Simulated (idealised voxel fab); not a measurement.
A process module follows: voxel capacitor over wiring.
Square cell edge 5 nm, section width 295 nm, ID cut.
Heads up, the way a cross-section reads in here is a grid of square cells, handed over as bands from the top down, with every band being one or more rows of cells. Within each band entry, the heights of the top and of the bottom of the band appear first, in that order and in nm; the materials of the band then follow from left to right, each with its corresponding width in nm. The designation "edge to edge" on a single material indicates that it fills the band from edge to edge; the designation "empty" indicates empty space. Convention: height 0 is the level below which the wafer, as received, is all one material. The lowest band does not terminate at the bottom but continues downward, represented as "0 and below". When a width is written as two numbers, as in "30 to 40", the first number is the width in the top row of cells of the band and the second is the width in its bottom row, and the width changes by the same amount from each row to the next. Where the words "no modifications" appear for a step, the cross-section shows no cell changed by that step; every cell remained as before. In "Closed void list" the enclosed voids are listed, meaning empty spaces of 8 cells or larger without any opening to the top. The form is width x height at distance, distance from the left edge, units nm. Where a step's line continues beyond its settings, the continuation is a remark by the simulator itself on that step. Among the settings permitted on a step's line is "overlay nm"; applied to a step with a mask, it specifies the extent to which the mask lay to the right of its planned position, whereas a negative figure signifies a position to the left.
Here's what the planned process steps look like:
1) RECEIVE,material Si
2) CONFORMAL_DEP,material SiO2,thk nm 10
3) CONFORMAL_DEP,material SiN,thk nm 5
4) DIRECTIONAL_DEP,material lowk,thk nm 25
5) MASKED_ETCH,tone open,mask id METAL_1,width nm 20,pitch nm 85,etch materials lowk,depth nm 25,overlay nm 0
6) MASKED_ETCH,tone open,mask id METAL_1,width nm 20,pitch nm 85,etch materials SiN,depth nm 5,overlay nm 0
7) CONFORMAL_DEP,material TiN,thk nm 5
8) FILL_DEP,material Cu,thk nm 5
9) CMP,height nm 40
10) CONFORMAL_DEP,material SiCN,thk nm 5
11) DIRECTIONAL_DEP,material lowk,thk nm 10
12) MASKED_ETCH,tone open,mask id PLUG_1,width nm 15,etch materials lowk,depth nm 10,overlay nm 0
13) MASKED_ETCH,tone open,mask id PLUG_1,width nm 15,etch materials SiCN,depth nm 5,overlay nm 0
14) EPI,material Ru,thk nm 10
15) EPI,material Ru,thk nm 5
16) DIRECTIONAL_DEP,material TiN,thk nm 10
17) DIRECTIONAL_DEP,material SiN,thk nm 5
18) DIRECTIONAL_DEP,material TiN,thk nm 5
19) DIRECTIONAL_DEP,material aC,thk nm 15
20) PATTERN,tone cover,mask id UPPER_PLATE,material resist,width nm 70,thk nm 30,overlay nm 0
21) DIRECTIONAL_ETCH,etch materials aC,depth nm 15
22) STRIP,etch materials resist
23) DIRECTIONAL_ETCH,etch materials TiN,depth nm 5
24) DIRECTIONAL_ETCH,etch materials SiN,depth nm 5
25) STRIP,etch materials aC
26) DIRECTIONAL_DEP,material aC,thk nm 15
27) PATTERN,tone cover,mask id LOWER_PLATE,material resist,width nm 80,thk nm 30,overlay nm 0
28) DIRECTIONAL_ETCH,etch materials aC,depth nm 15
29) STRIP,etch materials resist
30) DIRECTIONAL_ETCH,etch materials TiN,depth nm 10
31) STRIP,etch materials aC
32) FILL_DEP,material SiO2,thk nm 15
33) CMP,height nm 85
34) PATTERN,tone open,mask id PLUG_2,material resist,width nm 15,thk nm 15,overlay nm 0
35) DIRECTIONAL_ETCH,etch materials SiO2,depth nm 10
36) STRIP,etch materials resist
37) CONFORMAL_DEP,material TiN,thk nm 5
38) FILL_DEP,material W,thk nm 5
39) CMP,height nm 85
40) CONFORMAL_DEP,material SiCN,thk nm 5
As-received wafer cross-section (after step 1):
0 and below | Si edge to edge
Closed void list: none
Post-module cross-section: identical start and plan to those above, one misstep in execution:
90 down to 85 | SiCN edge to edge
85 down to 80 | 110 of SiO2  5 of TiN  5 of W  5 of TiN  170 of SiO2
80 down to 70 | 110 to 100 of SiO2  15 to 70 of TiN  170 to 125 of SiO2
70 down to 65 | 100 of SiO2  70 of SiN  125 of SiO2
65 down to 55 | 95 of SiO2  80 of TiN  120 of SiO2
55 down to 45 | 100 of lowk  15 of Ru  180 of lowk
45 down to 40 | 100 of SiCN  15 of Ru  180 of SiCN
40 down to 35 | 100 of TiN  10 of Cu  75 of TiN  10 of Cu  100 of TiN
35 down to 10 | 95 of lowk  5 of TiN  10 of Cu  5 of TiN  65 of lowk  5 of TiN  10 of Cu  5 of TiN  95 of lowk
10 down to 5 | 95 of SiN  20 of TiN  65 of SiN  20 of TiN  95 of SiN
5 down to 0 | SiO2 edge to edge
0 and below | Si edge to edge
Closed void list: none
Which mistake was made when the wafer was run? in deviation from the planned setting, step 2 was conducted as CONFORMAL_DEP,material SiO2,thk nm 5
